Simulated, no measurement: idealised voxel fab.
Module name: voxel capacitor over wiring (process module)
Square cell edge 5 nm, section width 240 nm, ID cut.
A cross-section is a grid of square cells, given in bands from the top down. A band is one or more rows of cells.
The entry gives the band's vertical extent as a top height and a bottom height in nm, then its horizontal make-up as materials from left to right, each with a width in nm. "air" stands for empty space; a single material marked "edge to edge" fills the band edge to edge.
Basically, 0 is our baseline, since under it the wafer straight out of the box is all one material. The bottom band has no lower end and keeps on going down, so it looks like "0 nm and below".
The two numbers in a width such as "30..40" mark its ends across the band: the first belongs to the top row of cells, the second to the bottom row, and from each row to the next the width moves by the same amount.
You'll sometimes find "no alterations made" written for a step, and that's the way of saying that nowhere in the cross-section did a cell change during that step.
Under "Enclosed cavities" you'll find the enclosed gaps, the ones with no way out to the top, that are 8 cells or bigger; each reads width x height at distance, with distance counted from the left edge, everything in nm.
What comes after the settings on a step's line is commentary from the simulator itself on that step.
"overlay nm" on a masked step: distance the mask lay right of its planned place, negative for left.
### The planned process steps are enumerated hereunder
1,RECEIVE | material Si
2,CONFORMAL_DEP | material SiO2 | thk nm 10
3,CONFORMAL_DEP | material SiCN | thk nm 5
4,DIRECTIONAL_DEP | material lowk | thk nm 20
5,DIRECTIONAL_DEP | material aC | thk nm 10
6,PATTERN | tone open | mask id METAL_1 | material resist | width nm 30 | pitch nm 80 | thk nm 30 | overlay nm 0
7,DIRECTIONAL_ETCH | etch materials aC | depth nm 10
8,STRIP | etch materials resist
9,DIRECTIONAL_ETCH | etch materials lowk | depth nm 20
10,DIRECTIONAL_ETCH | etch materials SiCN | depth nm 5
11,STRIP | etch materials aC
12,CONFORMAL_DEP | material TiN | thk nm 5
13,FILL_DEP | material Cu | thk nm 5
14,CMP | height nm 35
15,EPI | material Ru | thk nm 5
16,FILL_DEP | material SiCN | thk nm 5
17,DIRECTIONAL_DEP | material SiO2 | thk nm 20
18,DIRECTIONAL_DEP | material aC | thk nm 15
19,PATTERN | tone open | mask id PLUG_1 | material resist | width nm 15 | thk nm 35 | overlay nm 0
20,DIRECTIONAL_ETCH | etch materials aC | depth nm 15
21,STRIP | etch materials resist
22,DIRECTIONAL_ETCH | etch materials SiO2 | depth nm 20
23,DIRECTIONAL_ETCH | etch materials SiCN | depth nm 5
24,STRIP | etch materials aC
25,EPI | material Ru | thk nm 10
26,EPI | material Ru | thk nm 10
27,EPI | material Ru | thk nm 5
28,DIRECTIONAL_DEP | material TiN | thk nm 5
29,DIRECTIONAL_DEP | material SiN | thk nm 5
30,DIRECTIONAL_DEP | material TiN | thk nm 10
31,DIRECTIONAL_DEP | material aC | thk nm 15
32,PATTERN | tone cover | mask id UPPER_PLATE | material resist | width nm 55 | thk nm 35 | overlay nm 0
33,DIRECTIONAL_ETCH | etch materials aC | depth nm 15
34,STRIP | etch materials resist
35,DIRECTIONAL_ETCH | etch materials TiN | depth nm 10
36,DIRECTIONAL_ETCH | etch materials SiN | depth nm 5
37,STRIP | etch materials aC
38,MASKED_ETCH | tone cover | mask id LOWER_PLATE | width nm 65 | etch materials TiN | depth nm 5 | overlay nm 0
39,FILL_DEP | material SiO2 | thk nm 15
40,CMP | height nm 95
41,MASKED_ETCH | tone open | mask id PLUG_2 | width nm 15 | etch materials SiO2 | depth nm 10 | overlay nm 0
42,CONFORMAL_DEP | material TiN | thk nm 5
43,FILL_DEP | material Ru | thk nm 5
44,CMP | height nm 95
45,CONFORMAL_DEP | material SiN | thk nm 5
### On the first of the two wafers: run conducted according to plan
### Cross-section, incoming material, after step 1
    0 nm and below = Si edge to edge
    Enclosed cavities: none
### You're looking at a cross-section of the wafer after step 2
    10 nm to 0 nm = SiO2 edge to edge
    Anything lower than 0 is untouched.
### You're looking at a cross-section of the wafer after step 3
    15 nm to 10 nm = SiCN edge to edge
    Anything lower than 10 is untouched.
### You're looking at a cross-section of the wafer after step 4
    35 nm to 15 nm = lowk edge to edge
    Anything lower than 15 is untouched.
### You're looking at a cross-section of the wafer after step 5
    45 nm to 35 nm = aC edge to edge
    Anything lower than 35 is untouched.
### You're looking at a cross-section of the wafer after step 6
    75 nm to 45 nm = 65 resist, then 30 air, then 50 resist, then 30 air, then 65 resist
    Anything lower than 45 is untouched.
### You're looking at a cross-section of the wafer after step 7
    65 nm to 45 nm = 65 resist, then 30 air, then 50 resist, then 30 air, then 65 resist
    45 nm to 35 nm = 65 aC, then 30 air, then 50 aC, then 30 air, then 65 aC
    Anything lower than 35 is untouched.
### You're looking at a cross-section of the wafer after step 8
    45 nm to 35 nm = 65 aC, then 30 air, then 50 aC, then 30 air, then 65 aC
    Anything lower than 35 is untouched.
### You're looking at a cross-section of the wafer after step 9
    45 nm to 35 nm = 65 aC, then 30 air, then 50 aC, then 30 air, then 65 aC
    35 nm to 15 nm = 65 lowk, then 30 air, then 50 lowk, then 30 air, then 65 lowk
    Anything lower than 15 is untouched.
### You're looking at a cross-section of the wafer after step 10
    45 nm to 35 nm = 65 aC, then 30 air, then 50 aC, then 30 air, then 65 aC
    35 nm to 15 nm = 65 lowk, then 30 air, then 50 lowk, then 30 air, then 65 lowk
    15 nm to 10 nm = 65 SiCN, then 30 air, then 50 SiCN, then 30 air, then 65 SiCN
    Anything lower than 10 is untouched.
### You're looking at a cross-section of the wafer after step 11
    35 nm to 15 nm = 65 lowk, then 30 air, then 50 lowk, then 30 air, then 65 lowk
    Anything lower than 15 is untouched.
### You're looking at a cross-section of the wafer after step 12
    40 nm to 35 nm = 70 TiN, then 20 air, then 60 TiN, then 20 air, then 70 TiN
    35 nm to 15 nm = 65 lowk, then 5 TiN, then 20 air, then 5 TiN, then 50 lowk, then 5 TiN, then 20 air, then 5 TiN, then 65 lowk
    15 nm to 10 nm = 65 SiCN, then 30 TiN, then 50 SiCN, then 30 TiN, then 65 SiCN
    Anything lower than 10 is untouched.
### You're looking at a cross-section of the wafer after step 13
    45 nm to 40 nm = Cu edge to edge
    40 nm to 35 nm = 70 TiN, then 20 Cu, then 60 TiN, then 20 Cu, then 70 TiN
    35 nm to 15 nm = 65 lowk, then 5 TiN, then 20 Cu, then 5 TiN, then 50 lowk, then 5 TiN, then 20 Cu, then 5 TiN, then 65 lowk
    Anything lower than 15 is untouched.
### You're looking at a cross-section of the wafer after step 14
    35 nm to 15 nm = 65 lowk, then 5 TiN, then 20 Cu, then 5 TiN, then 50 lowk, then 5 TiN, then 20 Cu, then 5 TiN, then 65 lowk
    Anything lower than 15 is untouched.
### You're looking at a cross-section of the wafer after step 15
    40 nm to 35 nm = 60 air, then 40 Ru, then 40 air, then 40 Ru, then 60 air
    Anything lower than 35 is untouched.
### You're looking at a cross-section of the wafer after step 16
    45 nm to 40 nm = SiCN edge to edge
    40 nm to 35 nm = 60 SiCN, then 40 Ru, then 40 SiCN, then 40 Ru, then 60 SiCN
    Anything lower than 35 is untouched.
### You're looking at a cross-section of the wafer after step 17
    65 nm to 45 nm = SiO2 edge to edge
    Anything lower than 45 is untouched.
### You're looking at a cross-section of the wafer after step 18
    80 nm to 65 nm = aC edge to edge
    Anything lower than 65 is untouched.
### You're looking at a cross-section of the wafer after step 19
    115 nm to 80 nm = 80 resist, then 15 air, then 145 resist
    Anything lower than 80 is untouched.
### You're looking at a cross-section of the wafer after step 20
    100 nm to 80 nm = 80 resist, then 15 air, then 145 resist
    80 nm to 65 nm = 80 aC, then 15 air, then 145 aC
    Anything lower than 65 is untouched.
### You're looking at a cross-section of the wafer after step 21
    80 nm to 65 nm = 80 aC, then 15 air, then 145 aC
    Anything lower than 65 is untouched.
### You're looking at a cross-section of the wafer after step 22
    80 nm to 65 nm = 80 aC, then 15 air, then 145 aC
    65 nm to 45 nm = 80 SiO2, then 15 air, then 145 SiO2
    Anything lower than 45 is untouched.
### You're looking at a cross-section of the wafer after step 23
    80 nm to 65 nm = 80 aC, then 15 air, then 145 aC
    65 nm to 45 nm = 80 SiO2, then 15 air, then 145 SiO2
    45 nm to 40 nm = 80 SiCN, then 15 air, then 145 SiCN
    Anything lower than 40 is untouched.
### You're looking at a cross-section of the wafer after step 24
    65 nm to 45 nm = 80 SiO2, then 15 air, then 145 SiO2
    Anything lower than 45 is untouched.
### You're looking at a cross-section of the wafer after step 25
    65 nm to 50 nm = 80 SiO2, then 15 air, then 145 SiO2
    50 nm to 45 nm = 80 SiO2, then 15 Ru, then 145 SiO2
    45 nm to 40 nm = 80 SiCN, then 15 Ru, then 145 SiCN
    Anything lower than 40 is untouched.
### You're looking at a cross-section of the wafer after step 26
    65 nm to 60 nm = 80 SiO2, then 15 air, then 145 SiO2
    60 nm to 45 nm = 80 SiO2, then 15 Ru, then 145 SiO2
    Anything lower than 45 is untouched.
### You're looking at a cross-section of the wafer after step 27
    65 nm to 45 nm = 80 SiO2, then 15 Ru, then 145 SiO2
    Anything lower than 45 is untouched.
### You're looking at a cross-section of the wafer after step 28
    70 nm to 65 nm = TiN edge to edge
    Anything lower than 65 is untouched.
### You're looking at a cross-section of the wafer after step 29
    75 nm to 70 nm = SiN edge to edge
    Anything lower than 70 is untouched.
### You're looking at a cross-section of the wafer after step 30
    85 nm to 75 nm = TiN edge to edge
    Anything lower than 75 is untouched.
### You're looking at a cross-section of the wafer after step 31
    100 nm to 85 nm = aC edge to edge
    Anything lower than 85 is untouched.
### You're looking at a cross-section of the wafer after step 32
    135 nm to 100 nm = 80 air, then 55 resist, then 105 air
    Anything lower than 100 is untouched.
### You're looking at a cross-section of the wafer after step 33
    120 nm to 100 nm = 80 air, then 55 resist, then 105 air
    100 nm to 85 nm = 80 air, then 55 aC, then 105 air
    Anything lower than 85 is untouched.
### You're looking at a cross-section of the wafer after step 34
    100 nm to 85 nm = 80 air, then 55 aC, then 105 air
    Anything lower than 85 is untouched.
### You're looking at a cross-section of the wafer after step 35
    100 nm to 85 nm = 80 air, then 55 aC, then 105 air
    85 nm to 75 nm = 80 air, then 55 TiN, then 105 air
    Anything lower than 75 is untouched.
### You're looking at a cross-section of the wafer after step 36
    100 nm to 85 nm = 80 air, then 55 aC, then 105 air
    85 nm to 75 nm = 80 air, then 55 TiN, then 105 air
    75 nm to 70 nm = 80 air, then 55 SiN, then 105 air
    Anything lower than 70 is untouched.
### You're looking at a cross-section of the wafer after step 37
    85 nm to 75 nm = 80 air, then 55 TiN, then 105 air
    Anything lower than 75 is untouched.
### You're looking at a cross-section of the wafer after step 38
    85 nm to 75 nm = 80 air, then 55 TiN, then 105 air
    75 nm to 70 nm = 80 air, then 55 SiN, then 105 air
    70 nm to 65 nm = 75 air, then 65 TiN, then 100 air
    Anything lower than 65 is untouched.
### You're looking at a cross-section of the wafer after step 39
    100 nm to 85 nm = SiO2 edge to edge
    85 nm to 75 nm = 80 SiO2, then 55 TiN, then 105 SiO2
    75 nm to 70 nm = 80 SiO2, then 55 SiN, then 105 SiO2
    70 nm to 65 nm = 75 SiO2, then 65 TiN, then 100 SiO2
    Anything lower than 65 is untouched.
### You're looking at a cross-section of the wafer after step 40
    95 nm to 85 nm = SiO2 edge to edge
    Anything lower than 85 is untouched.
### You're looking at a cross-section of the wafer after step 41
    95 nm to 85 nm = 90 SiO2, then 15 air, then 135 SiO2
    Anything lower than 85 is untouched.
### You're looking at a cross-section of the wafer after step 42
    100 nm to 95 nm = 95 TiN, then 5 air, then 140 TiN
    95 nm to 90 nm = 90 SiO2, then 5 TiN, then 5 air, then 5 TiN, then 135 SiO2
    90 nm to 85 nm = 90 SiO2, then 15 TiN, then 135 SiO2
    Anything lower than 85 is untouched.
### You're looking at a cross-section of the wafer after step 43
    105 nm to 100 nm = Ru edge to edge
    100 nm to 95 nm = 95 TiN, then 5 Ru, then 140 TiN
    95 nm to 90 nm = 90 SiO2, then 5 TiN, then 5 Ru, then 5 TiN, then 135 SiO2
    Anything lower than 90 is untouched.
### You're looking at a cross-section of the wafer after step 44
    95 nm to 90 nm = 90 SiO2, then 5 TiN, then 5 Ru, then 5 TiN, then 135 SiO2
    Anything lower than 90 is untouched.
### You're looking at a cross-section of the wafer after step 45
    100 nm to 95 nm = SiN edge to edge
    Anything lower than 95 is untouched.
### Notes, second wafer: start = first wafer's, plan = first wafer's, execution had one mistake; history identical to first through step 1
### Cross-sectional representation of the second wafer at the time designated in the plan for the completion of step 2
    10 nm to 0 nm = lowk edge to edge
    Anything lower than 0 is untouched.
### Cross-sectional representation of the second wafer at the time designated in the plan for the completion of step 3
    15 nm to 10 nm = SiCN edge to edge
    Anything lower than 10 is untouched.
### Cross-sectional representation of the second wafer at the time designated in the plan for the completion of step 4
    35 nm to 15 nm = lowk edge to edge
    Anything lower than 15 is untouched.
### Cross-sectional representation of the second wafer at the time designated in the plan for the completion of step 5
    45 nm to 35 nm = aC edge to edge
    Anything lower than 35 is untouched.
### Cross-sectional representation of the second wafer at the time designated in the plan for the completion of step 6
    75 nm to 45 nm = 65 resist, then 30 air, then 50 resist, then 30 air, then 65 resist
    Anything lower than 45 is untouched.
### Cross-sectional representation of the second wafer at the time designated in the plan for the completion of step 7
    65 nm to 45 nm = 65 resist, then 30 air, then 50 resist, then 30 air, then 65 resist
    45 nm to 35 nm = 65 aC, then 30 air, then 50 aC, then 30 air, then 65 aC
    Anything lower than 35 is untouched.
### Cross-sectional representation of the second wafer at the time designated in the plan for the completion of step 8
    45 nm to 35 nm = 65 aC, then 30 air, then 50 aC, then 30 air, then 65 aC
    Anything lower than 35 is untouched.
### Cross-sectional representation of the second wafer at the time designated in the plan for the completion of step 9
    45 nm to 35 nm = 65 aC, then 30 air, then 50 aC, then 30 air, then 65 aC
    35 nm to 15 nm = 65 lowk, then 30 air, then 50 lowk, then 30 air, then 65 lowk
    Anything lower than 15 is untouched.
### Cross-sectional representation of the second wafer at the time designated in the plan for the completion of step 10
    45 nm to 35 nm = 65 aC, then 30 air, then 50 aC, then 30 air, then 65 aC
    35 nm to 15 nm = 65 lowk, then 30 air, then 50 lowk, then 30 air, then 65 lowk
    15 nm to 10 nm = 65 SiCN, then 30 air, then 50 SiCN, then 30 air, then 65 SiCN
    Anything lower than 10 is untouched.
### Cross-sectional representation of the second wafer at the time designated in the plan for the completion of step 11
    35 nm to 15 nm = 65 lowk, then 30 air, then 50 lowk, then 30 air, then 65 lowk
    Anything lower than 15 is untouched.
### Cross-sectional representation of the second wafer at the time designated in the plan for the completion of step 12
    40 nm to 35 nm = 70 TiN, then 20 air, then 60 TiN, then 20 air, then 70 TiN
    35 nm to 15 nm = 65 lowk, then 5 TiN, then 20 air, then 5 TiN, then 50 lowk, then 5 TiN, then 20 air, then 5 TiN, then 65 lowk
    15 nm to 10 nm = 65 SiCN, then 30 TiN, then 50 SiCN, then 30 TiN, then 65 SiCN
    Anything lower than 10 is untouched.
### Cross-sectional representation of the second wafer at the time designated in the plan for the completion of step 13
    45 nm to 40 nm = Cu edge to edge
    40 nm to 35 nm = 70 TiN, then 20 Cu, then 60 TiN, then 20 Cu, then 70 TiN
    35 nm to 15 nm = 65 lowk, then 5 TiN, then 20 Cu, then 5 TiN, then 50 lowk, then 5 TiN, then 20 Cu, then 5 TiN, then 65 lowk
    Anything lower than 15 is untouched.
### Cross-sectional representation of the second wafer at the time designated in the plan for the completion of step 14
    35 nm to 15 nm = 65 lowk, then 5 TiN, then 20 Cu, then 5 TiN, then 50 lowk, then 5 TiN, then 20 Cu, then 5 TiN, then 65 lowk
    Anything lower than 15 is untouched.
### Cross-sectional representation of the second wafer at the time designated in the plan for the completion of step 15
    40 nm to 35 nm = 60 air, then 40 Ru, then 40 air, then 40 Ru, then 60 air
    Anything lower than 35 is untouched.
### Cross-sectional representation of the second wafer at the time designated in the plan for the completion of step 16
    45 nm to 40 nm = SiCN edge to edge
    40 nm to 35 nm = 60 SiCN, then 40 Ru, then 40 SiCN, then 40 Ru, then 60 SiCN
    Anything lower than 35 is untouched.
### Cross-sectional representation of the second wafer at the time designated in the plan for the completion of step 17
    65 nm to 45 nm = SiO2 edge to edge
    Anything lower than 45 is untouched.
### Cross-sectional representation of the second wafer at the time designated in the plan for the completion of step 18
    80 nm to 65 nm = aC edge to edge
    Anything lower than 65 is untouched.
### Cross-sectional representation of the second wafer at the time designated in the plan for the completion of step 19
    115 nm to 80 nm = 80 resist, then 15 air, then 145 resist
    Anything lower than 80 is untouched.
### Cross-sectional representation of the second wafer at the time designated in the plan for the completion of step 20
    100 nm to 80 nm = 80 resist, then 15 air, then 145 resist
    80 nm to 65 nm = 80 aC, then 15 air, then 145 aC
    Anything lower than 65 is untouched.
### Cross-sectional representation of the second wafer at the time designated in the plan for the completion of step 21
    80 nm to 65 nm = 80 aC, then 15 air, then 145 aC
    Anything lower than 65 is untouched.
### Cross-sectional representation of the second wafer at the time designated in the plan for the completion of step 22
    80 nm to 65 nm = 80 aC, then 15 air, then 145 aC
    65 nm to 45 nm = 80 SiO2, then 15 air, then 145 SiO2
    Anything lower than 45 is untouched.
### Cross-sectional representation of the second wafer at the time designated in the plan for the completion of step 23
    80 nm to 65 nm = 80 aC, then 15 air, then 145 aC
    65 nm to 45 nm = 80 SiO2, then 15 air, then 145 SiO2
    45 nm to 40 nm = 80 SiCN, then 15 air, then 145 SiCN
    Anything lower than 40 is untouched.
### Cross-sectional representation of the second wafer at the time designated in the plan for the completion of step 24
    65 nm to 45 nm = 80 SiO2, then 15 air, then 145 SiO2
    Anything lower than 45 is untouched.
### Cross-sectional representation of the second wafer at the time designated in the plan for the completion of step 25
    65 nm to 50 nm = 80 SiO2, then 15 air, then 145 SiO2
    50 nm to 45 nm = 80 SiO2, then 15 Ru, then 145 SiO2
    45 nm to 40 nm = 80 SiCN, then 15 Ru, then 145 SiCN
    Anything lower than 40 is untouched.
### Cross-sectional representation of the second wafer at the time designated in the plan for the completion of step 26
    65 nm to 60 nm = 80 SiO2, then 15 air, then 145 SiO2
    60 nm to 45 nm = 80 SiO2, then 15 Ru, then 145 SiO2
    Anything lower than 45 is untouched.
### Cross-sectional representation of the second wafer at the time designated in the plan for the completion of step 27
    65 nm to 45 nm = 80 SiO2, then 15 Ru, then 145 SiO2
    Anything lower than 45 is untouched.
### Cross-sectional representation of the second wafer at the time designated in the plan for the completion of step 28
    70 nm to 65 nm = TiN edge to edge
    Anything lower than 65 is untouched.
### Cross-sectional representation of the second wafer at the time designated in the plan for the completion of step 29
    75 nm to 70 nm = SiN edge to edge
    Anything lower than 70 is untouched.
### Cross-sectional representation of the second wafer at the time designated in the plan for the completion of step 30
    85 nm to 75 nm = TiN edge to edge
    Anything lower than 75 is untouched.
### Cross-sectional representation of the second wafer at the time designated in the plan for the completion of step 31
    100 nm to 85 nm = aC edge to edge
    Anything lower than 85 is untouched.
### Cross-sectional representation of the second wafer at the time designated in the plan for the completion of step 32
    135 nm to 100 nm = 80 air, then 55 resist, then 105 air
    Anything lower than 100 is untouched.
### Cross-sectional representation of the second wafer at the time designated in the plan for the completion of step 33
    120 nm to 100 nm = 80 air, then 55 resist, then 105 air
    100 nm to 85 nm = 80 air, then 55 aC, then 105 air
    Anything lower than 85 is untouched.
### Cross-sectional representation of the second wafer at the time designated in the plan for the completion of step 34
    100 nm to 85 nm = 80 air, then 55 aC, then 105 air
    Anything lower than 85 is untouched.
### Cross-sectional representation of the second wafer at the time designated in the plan for the completion of step 35
    100 nm to 85 nm = 80 air, then 55 aC, then 105 air
    85 nm to 75 nm = 80 air, then 55 TiN, then 105 air
    Anything lower than 75 is untouched.
### Cross-sectional representation of the second wafer at the time designated in the plan for the completion of step 36
    100 nm to 85 nm = 80 air, then 55 aC, then 105 air
    85 nm to 75 nm = 80 air, then 55 TiN, then 105 air
    75 nm to 70 nm = 80 air, then 55 SiN, then 105 air
    Anything lower than 70 is untouched.
### Cross-sectional representation of the second wafer at the time designated in the plan for the completion of step 37
    85 nm to 75 nm = 80 air, then 55 TiN, then 105 air
    Anything lower than 75 is untouched.
### Cross-sectional representation of the second wafer at the time designated in the plan for the completion of step 38
    85 nm to 75 nm = 80 air, then 55 TiN, then 105 air
    75 nm to 70 nm = 80 air, then 55 SiN, then 105 air
    70 nm to 65 nm = 75 air, then 65 TiN, then 100 air
    Anything lower than 65 is untouched.
### Cross-sectional representation of the second wafer at the time designated in the plan for the completion of step 39
    100 nm to 85 nm = SiO2 edge to edge
    85 nm to 75 nm = 80 SiO2, then 55 TiN, then 105 SiO2
    75 nm to 70 nm = 80 SiO2, then 55 SiN, then 105 SiO2
    70 nm to 65 nm = 75 SiO2, then 65 TiN, then 100 SiO2
    Anything lower than 65 is untouched.
### Cross-sectional representation of the second wafer at the time designated in the plan for the completion of step 40
    95 nm to 85 nm = SiO2 edge to edge
    Anything lower than 85 is untouched.
### Cross-sectional representation of the second wafer at the time designated in the plan for the completion of step 41
    95 nm to 85 nm = 90 SiO2, then 15 air, then 135 SiO2
    Anything lower than 85 is untouched.
### Cross-sectional representation of the second wafer at the time designated in the plan for the completion of step 42
    100 nm to 95 nm = 95 TiN, then 5 air, then 140 TiN
    95 nm to 90 nm = 90 SiO2, then 5 TiN, then 5 air, then 5 TiN, then 135 SiO2
    90 nm to 85 nm = 90 SiO2, then 15 TiN, then 135 SiO2
    Anything lower than 85 is untouched.
### Cross-sectional representation of the second wafer at the time designated in the plan for the completion of step 43
    105 nm to 100 nm = Ru edge to edge
    100 nm to 95 nm = 95 TiN, then 5 Ru, then 140 TiN
    95 nm to 90 nm = 90 SiO2, then 5 TiN, then 5 Ru, then 5 TiN, then 135 SiO2
    Anything lower than 90 is untouched.
### Cross-sectional representation of the second wafer at the time designated in the plan for the completion of step 44
    95 nm to 90 nm = 90 SiO2, then 5 TiN, then 5 Ru, then 5 TiN, then 135 SiO2
    Anything lower than 90 is untouched.
### Cross-sectional representation of the second wafer at the time designated in the plan for the completion of step 45
    100 nm to 95 nm = SiN edge to edge
    Anything lower than 95 is untouched.
Here's what went sideways: step 2 off recipe, ran as CONFORMAL_DEP | material lowk | thk nm 10
Upon completion, the second wafer contains, in terms of cells, a greater or smaller amount of certain materials than the first wafer: 96 fewer of SiO2 | 96 more of lowk
